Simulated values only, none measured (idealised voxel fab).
process module | voxel spacer lines
cross-section cut | 225 nm wide | cells 5 nm
A cross-section is a grid of square cells, given in bands from the top down. A band is one or more rows of cells.
Each band's line starts with the height of the band's top and of its bottom, in nm. Then come its materials from left to right, each with its width in nm. One material with "throughout" fills the band from edge to edge. "air" is empty space.
Height 0 is the level under which the wafer as received is all one material. The lowest band goes on downwards, as in "0 down".
A width such as "30 to 40" changes by the same amount from each row of cells to the next, from the band's top row to its bottom row.
"no change" after a step means that no cell of the cross-section changed.
closed voids: empty space of 8 cells or more with no open way to the top, each as width x height at its distance from the left edge, in nm
after a step's settings: what the simulator itself notes on the step
overlay nm, on a step with a mask: how far to the right of its planned place the mask lay; to the left if negative
plan
1 op RECEIVE | material Si
2 op CONFORMAL_DEP | material Al2O3 | thk nm 5
3 op DIRECTIONAL_DEP | material SiN | thk nm 10
4 op DIRECTIONAL_DEP | material polySi | thk nm 25
5 op PATTERN | tone cover | mask id MANDREL | material resist | width nm 25 | pitch nm 80 | thk nm 30 | overlay nm 0
6 op DIRECTIONAL_ETCH | etch materials polySi | depth nm 25
7 op STRIP | etch materials resist
8 op CONFORMAL_DEP | material SiO2 | thk nm 15
9 op DIRECTIONAL_ETCH | etch materials SiO2 | depth nm 15
10 op STRIP | etch materials polySi
11 op DIRECTIONAL_ETCH | etch materials SiN | depth nm 10
12 op STRIP | etch materials SiO2
13 op FILL_DEP | material SiO2 | thk nm 5
14 op CMP | height nm 15
as received, after step 1
  0 down: Si throughout
  closed voids: none
first wafer at the end, as planned
  15 to 5: SiO2 45 | SiN 15 | SiO2 25 | SiN 15 | SiO2 25 | SiN 15 | SiO2 25 | SiN 15 | SiO2 45
  5 to 0: Al2O3 throughout
  0 down: Si throughout
  closed voids: none
second wafer at the end: like start, like plan, one mistake
  15 to 5: SiO2 40 | SiN 15 | SiO2 35 | SiN 15 | SiO2 15 | SiN 15 | SiO2 35 | SiN 15 | SiO2 40
  5 to 0: Al2O3 throughout
  0 down: Si throughout
  closed voids: none
what went wrong: step 5 ran as: op PATTERN | tone cover | mask id MANDREL | material resist | width nm 35 | pitch nm 80 | thk nm 30 | overlay nm 0
at the end the second wafer has, in cells: as many of each material as the first, in other places
